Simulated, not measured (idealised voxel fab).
process module | voxel tone inversion
cross-section cut | 245 nm wide | cells 5 nm
A cross-section is a grid of square cells, given in bands from the top down. A band is one or more rows of cells.
Each band's line starts with the height of the band's top and of its bottom, in nm. Then come its materials from left to right, each with its width in nm. One material with "throughout" fills the band from edge to edge. "air" is empty space.
Height 0 is the level under which the wafer as received is all one material. The lowest band goes on downwards, as in "0 down".
A width such as "30 to 40" changes by the same amount from each row of cells to the next, from the band's top row to its bottom row.
"no change" after a step means that no cell of the cross-section changed.
closed voids: empty space of 8 cells or more with no open way to the top, each as width x height at its distance from the left edge, in nm
after a step's settings: what the simulator itself notes on the step
overlay nm, on a step with a mask: how far to the right of its planned place the mask lay; to the left if negative
plan
1 op RECEIVE | material Si
2 op CONFORMAL_DEP | material SiCN | thk nm 5
3 op DIRECTIONAL_DEP | material polySi | thk nm 15
4 op PATTERN | tone cover | mask id POSTS | material resist | width nm 20 | pitch nm 45 | thk nm 20 | overlay nm 0
5 op DIRECTIONAL_ETCH | etch materials polySi | depth nm 15
6 op STRIP | etch materials resist
7 op FILL_DEP | material lowk | thk nm 5
8 op CMP | height nm 20
9 op STRIP | etch materials polySi
as received, after step 1
  0 down: Si throughout
  closed voids: none
a wafer at the end: this start, this plan, one mistake
  20 to 5: lowk 35 | air 20 | lowk 25 | air 20 | lowk 25 | air 20 | lowk 25 | air 20 | lowk 55
  5 to 0: SiCN throughout
  0 down: Si throughout
  closed voids: none
what went wrong: step 4 ran as: op PATTERN | tone cover | mask id POSTS | material resist | width nm 20 | pitch nm 45 | thk nm 20 | overlay nm -10
